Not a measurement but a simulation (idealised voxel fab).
The name of this process module is voxel plated lines.
Cross-section cut: width 155 nm, square cells of 5 nm.
A cross-section is a grid of square cells, given in bands from the top down. A band is one or more rows of cells.
Per band: top height and bottom height in nm, followed by the left-to-right materials and their widths in nm; "everywhere" marks a single material spanning edge to edge, "air" marks empty space.
Where do heights start? At 0: under that level the wafer as delivered is made of one material only. And the lowest band has no floor; it just carries on downward, as in "from 0 down".
So if you see something like "30->40" for the width, read it as the top row of the band sitting at the first number and the bottom row at the second, with every row in between moving by the same amount as the last.
No cell of the cross-section changed in a step that is given as "nothing altered".
"Sealed void list" - sealed voids, min. 8 cells, no opening to top; format: width x height at distance (distance from left edge; nm throughout).
That trailing text on a step's line, after the settings, is the simulator's own remark on the step.
The optional step-line setting "overlay nm" applies to steps with a mask and quantifies how far to the right of its planned location the mask lay, a negative value indicating leftward placement.
Planned process steps
1: RECEIVE: material Si
2: CONFORMAL_DEP: material SiO2, thk nm 15
3: DIRECTIONAL_DEP: material TiN, thk nm 5
4: PATTERN: tone open, mask id LINES, material resist, width nm 25, pitch nm 45, thk nm 35, overlay nm 0
5: EPI: material Ru, thk nm 10
6: EPI: material Ru, thk nm 5
7: EPI: material Ru, thk nm 10
8: STRIP: etch materials resist
9: DIRECTIONAL_ETCH: etch materials TiN, depth nm 5
10: CONFORMAL_DEP: material SiCN, thk nm 5
Cross-section of the wafer at receipt, which is the condition after step 1
* from 0 down = Si everywhere
* Sealed void list: none
The first of the two wafers as seen in cross-section once the module was finished; processing followed the plan
* from 50 to 45 = air: 35; SiCN: 35; air: 10; SiCN: 35; air: 40
* from 45 to 20 = air: 35; SiCN: 5; Ru: 25; SiCN: 5; air: 10; SiCN: 5; Ru: 25; SiCN: 5; air: 40
* from 20 to 15 = SiCN: 40; TiN: 25; SiCN: 20; TiN: 25; SiCN: 45
* from 15 to 0 = SiO2 everywhere
* from 0 down = Si everywhere
* Sealed void list: none
Presented here is a cross-section of the second of the two wafers as it stood at the end of the module. It was started in the same manner and assigned the same plan as the first wafer; however, one mistake was made in its execution
* from 65 to 60 = air: 35; SiCN: 35; air: 10; SiCN: 35; air: 40
* from 60 to 35 = air: 35; SiCN: 5; Ru: 25; SiCN: 5; air: 10; SiCN: 5; Ru: 25; SiCN: 5; air: 40
* from 35 to 30 = SiCN: 40; TiN: 25; SiCN: 20; TiN: 25; SiCN: 45
* from 30 to 0 = SiO2 everywhere
* from 0 down = Si everywhere
* Sealed void list: none
Error vs. plan: plan step 2 was conducted twice
Wrapping up, a cell-based count of both wafers puts the second over or under the first for these materials: +93 SiO2
